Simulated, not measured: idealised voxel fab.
The following process module bears the name voxel quadruple lines.
Square cell edge 5 nm, section width 170 nm, ID cut.
Cross-section spec: square-cell grid; bands listed top down; each band is one or more rows.
Per band: top height and bottom height in nm, followed by the left-to-right materials and their widths in nm; "throughout" marks a single material spanning edge to edge, "empty" marks empty space.
Heights from 0 (as-received wafer is one material below). Bottom band endless downward, as "0 and below".
Top row gets the first number, bottom row gets the second, and each row in between changes by the same step: that is how a band width like "30..40" works.
Where a step carries "nothing got changed", the cross-section came out of it unchanged, cell for cell.
The list in "Enclosed internal cavities" covers empty spaces of 8 cells or more that cannot reach the top through any open way, and it gives each as width x height at distance; the distance is from the left edge, and width, height and distance are in nm.
after a step's settings: what the simulator itself notes on the step
"overlay nm" on a masked step: distance the mask lay right of its planned place, negative for left.

**Planned process steps**
1) RECEIVE,material Si
2) CONFORMAL_DEP,material SiO2,thk nm 10
3) DIRECTIONAL_DEP,material TiN,thk nm 15
4) DIRECTIONAL_DEP,material polySi,thk nm 20
5) DIRECTIONAL_DEP,material aC,thk nm 25
6) PATTERN,tone cover,mask id MANDREL,material resist,width nm 35,thk nm 35,overlay nm 0
7) DIRECTIONAL_ETCH,etch materials aC,depth nm 25
8) STRIP,etch materials resist
9) CONFORMAL_DEP,material SiO2,thk nm 15
10) DIRECTIONAL_ETCH,etch materials SiO2,depth nm 15
11) STRIP,etch materials aC
12) DIRECTIONAL_ETCH,etch materials polySi,depth nm 20
13) STRIP,etch materials SiO2
14) CONFORMAL_DEP,material SiCN,thk nm 10
15) DIRECTIONAL_ETCH,etch materials SiCN,depth nm 10
16) STRIP,etch materials polySi
17) DIRECTIONAL_ETCH,etch materials TiN,depth nm 15
18) STRIP,etch materials SiCN
19) FILL_DEP,material SiO2,thk nm 10
20) CMP,height nm 25

**First of two wafers - as planned**

**Cross-section, incoming material, after step 1**
* 0 and below  Si throughout
* Enclosed internal cavities: none

**Cross-section through the wafer, step 2 finished**
* 10 down to 0  SiO2 throughout
* Under 0: no change, same as before.

**Cross-section through the wafer, step 3 finished**
* 25 down to 10  TiN throughout
* Under 10: no change, same as before.

**Cross-section through the wafer, step 4 finished**
* 45 down to 25  polySi throughout
* Under 25: no change, same as before.

**Cross-section through the wafer, step 5 finished**
* 70 down to 45  aC throughout
* Under 45: no change, same as before.

**Cross-section through the wafer, step 6 finished**
* 105 down to 70  65 nm empty, then 35 nm resist, then 70 nm empty
* Under 70: no change, same as before.

**Cross-section through the wafer, step 7 finished**
* 80 down to 70  65 nm empty, then 35 nm resist, then 70 nm empty
* 70 down to 45  65 nm empty, then 35 nm aC, then 70 nm empty
* Under 45: no change, same as before.

**Cross-section through the wafer, step 8 finished**
* 70 down to 45  65 nm empty, then 35 nm aC, then 70 nm empty
* Under 45: no change, same as before.

**Cross-section through the wafer, step 9 finished**
* 85 down to 70  50 nm empty, then 65 nm SiO2, then 55 nm empty
* 70 down to 60  50 nm empty, then 15 nm SiO2, then 35 nm aC, then 15 nm SiO2, then 55 nm empty
* 60 down to 45  65 nm SiO2, then 35 nm aC, then 70 nm SiO2
* Under 45: no change, same as before.

**Cross-section through the wafer, step 10 finished**
* 70 down to 45  50 nm empty, then 15 nm SiO2, then 35 nm aC, then 15 nm SiO2, then 55 nm empty
* Under 45: no change, same as before.

**Cross-section through the wafer, step 11 finished**
* 70 down to 45  50 nm empty, then 15 nm SiO2, then 35 nm empty, then 15 nm SiO2, then 55 nm empty
* Under 45: no change, same as before.

**Cross-section through the wafer, step 12 finished**
* 70 down to 45  50 nm empty, then 15 nm SiO2, then 35 nm empty, then 15 nm SiO2, then 55 nm empty
* 45 down to 25  50 nm empty, then 15 nm polySi, then 35 nm empty, then 15 nm polySi, then 55 nm empty
* Under 25: no change, same as before.

**Cross-section through the wafer, step 13 finished**
* 45 down to 25  50 nm empty, then 15 nm polySi, then 35 nm empty, then 15 nm polySi, then 55 nm empty
* Under 25: no change, same as before.

**Cross-section through the wafer, step 14 finished**
* 55 down to 45  40 nm empty, then 35 nm SiCN, then 15 nm empty, then 35 nm SiCN, then 45 nm empty
* 45 down to 35  40 nm empty, then 10 nm SiCN, then 15 nm polySi, then 10 nm SiCN, then 15 nm empty, then 10 nm SiCN, then 15 nm polySi, then 10 nm SiCN, then 45 nm empty
* 35 down to 25  50 nm SiCN, then 15 nm polySi, then 35 nm SiCN, then 15 nm polySi, then 55 nm SiCN
* Under 25: no change, same as before.

**Cross-section through the wafer, step 15 finished**
* 45 down to 25  40 nm empty, then 10 nm SiCN, then 15 nm polySi, then 10 nm SiCN, then 15 nm empty, then 10 nm SiCN, then 15 nm polySi, then 10 nm SiCN, then 45 nm empty
* Under 25: no change, same as before.

**Cross-section through the wafer, step 16 finished**
* 45 down to 25  40 nm empty, then 10 nm SiCN, then 15 nm empty, then 10 nm SiCN, then 15 nm empty, then 10 nm SiCN, then 15 nm empty, then 10 nm SiCN, then 45 nm empty
* Under 25: no change, same as before.

**Cross-section through the wafer, step 17 finished**
* 45 down to 25  40 nm empty, then 10 nm SiCN, then 15 nm empty, then 10 nm SiCN, then 15 nm empty, then 10 nm SiCN, then 15 nm empty, then 10 nm SiCN, then 45 nm empty
* 25 down to 10  40 nm empty, then 10 nm TiN, then 15 nm empty, then 10 nm TiN, then 15 nm empty, then 10 nm TiN, then 15 nm empty, then 10 nm TiN, then 45 nm empty
* Under 10: no change, same as before.

**Cross-section through the wafer, step 18 finished**
* 25 down to 10  40 nm empty, then 10 nm TiN, then 15 nm empty, then 10 nm TiN, then 15 nm empty, then 10 nm TiN, then 15 nm empty, then 10 nm TiN, then 45 nm empty
* Under 10: no change, same as before.

**Cross-section through the wafer, step 19 finished**
* 35 down to 25  SiO2 throughout
* 25 down to 10  40 nm SiO2, then 10 nm TiN, then 15 nm SiO2, then 10 nm TiN, then 15 nm SiO2, then 10 nm TiN, then 15 nm SiO2, then 10 nm TiN, then 45 nm SiO2
* Under 10: no change, same as before.

**Cross-section through the wafer, step 20 finished**
* 25 down to 10  40 nm SiO2, then 10 nm TiN, then 15 nm SiO2, then 10 nm TiN, then 15 nm SiO2, then 10 nm TiN, then 15 nm SiO2, then 10 nm TiN, then 45 nm SiO2
* Under 10: no change, same as before.

**Here the second wafer is described. Its start and its plan were those of the first wafer. Its run contained one mistake. Up to and including step 19, it did exactly what the first wafer did**

**X-section, second wafer, when step 20 was due to finish**
* 15 down to 10  40 nm SiO2, then 10 nm TiN, then 15 nm SiO2, then 10 nm TiN, then 15 nm SiO2, then 10 nm TiN, then 15 nm SiO2, then 10 nm TiN, then 45 nm SiO2
* Under 10: no change, same as before.
Heads up, the wafer didn't run the way we planned it: step 20 ran differently from the plan; actual operation with settings: CMP,height nm 15
At the finish, the second wafer shows more or fewer cells for some materials than the first does: 52 fewer of SiO2; 16 fewer of TiN
